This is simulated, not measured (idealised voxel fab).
Presented below is a process module, voxel ribs on slabs.
The figure presents cross-section cut, which has a width of 145 nm and is divided into square cells with an edge length of 5 nm.
When this document writes out a cross-section, it uses a grid of square cells and lists it as bands, beginning at the top and moving down, with a band standing for one or more rows of cells. Top height, bottom height, nm. Materials left to right, width each, nm. Single material + "everywhere" = fills band edge to edge. "air" = empty. All heights in this document are referenced to 0, defined as the level beneath which the wafer, as received, consists entirely of one material. The lowest band is not bounded below; it extends indefinitely downward and is written in the form "top 0, no bottom". You'd read "30->40" like this: the band's top row of cells is as wide as the first number, its bottom row is as wide as the second, and going down, every row changes width by the same amount as the row before did. What does "nothing different" mean for a step? It means no cell of the cross-section changed in that step. This entry, "Completely sealed voids", enumerates those empty regions of no fewer than 8 cells that possess no open connection to the top. Each region is reported in the form width x height at distance, the distance being taken from the left edge, with all three quantities expressed in nm. On a step's line, text after the settings is the simulator commenting on that step. Regarding "overlay nm": on a step with a mask, it is the distance the mask lay to the right of its planned place; a negative value places it to the left.
PROCESS STEPS - PLAN
1. RECEIVE | material Si
2. DIRECTIONAL_DEP | material SiO2 | thk nm 25
3. DIRECTIONAL_DEP | material polySi | thk nm 15
4. DIRECTIONAL_DEP | material aC | thk nm 15
5. PATTERN | tone cover | mask id RIB | material resist | width nm 25 | thk nm 35 | overlay nm 0
6. DIRECTIONAL_ETCH | etch materials aC | depth nm 15
7. STRIP | etch materials resist
8. DIRECTIONAL_ETCH | etch materials polySi | depth nm 10
9. STRIP | etch materials aC
10. DIRECTIONAL_DEP | material aC | thk nm 10
11. PATTERN | tone cover | mask id SLAB | material resist | width nm 85 | thk nm 25 | overlay nm 0
12. DIRECTIONAL_ETCH | etch materials aC | depth nm 10
13. STRIP | etch materials resist
14. DIRECTIONAL_ETCH | etch materials polySi | depth nm 5
15. STRIP | etch materials aC
16. FILL_DEP | material SiO2 | thk nm 20
17. CMP | height nm 50
18. DIRECTIONAL_DEP | material W | thk nm 10
19. PATTERN | tone cover | mask id HEATER | material resist | width nm 35 | thk nm 15 | overlay nm 0
20. DIRECTIONAL_ETCH | etch materials W | depth nm 10
21. STRIP | etch materials resist
22. CONFORMAL_DEP | material SiN | thk nm 10
AS RECEIVED (POST STEP 1): CROSS-SECTION
    top 0, no bottom = Si everywhere
    Completely sealed voids: none
THE CROSS-SECTION SHOWN CORRESPONDS TO THE WAFER AT THE CONCLUSION OF THE MODULE. THE INITIAL STRUCTURE AND THE PROCESS PLAN ARE THOSE PRESENTED ABOVE; HOWEVER, ONE MISTAKE OCCURRED IN EXECUTING THE PLAN
    top 70, bottom 60 = air 45 nm | SiN 55 nm | air 45 nm
    top 60, bottom 50 = SiN 55 nm | W 35 nm | SiN 55 nm
    top 50, bottom 35 = SiO2 everywhere
    top 35, bottom 25 = SiO2 60 nm | polySi 25 nm | SiO2 60 nm
    top 25, bottom 20 = SiO2 30 nm | polySi 85 nm | SiO2 30 nm
    top 20, bottom 0 = SiO2 everywhere
    top 0, no bottom = Si everywhere
    Completely sealed voids: none
Finding, execution versus plan: step 2 off recipe, ran as DIRECTIONAL_DEP | material SiO2 | thk nm 20
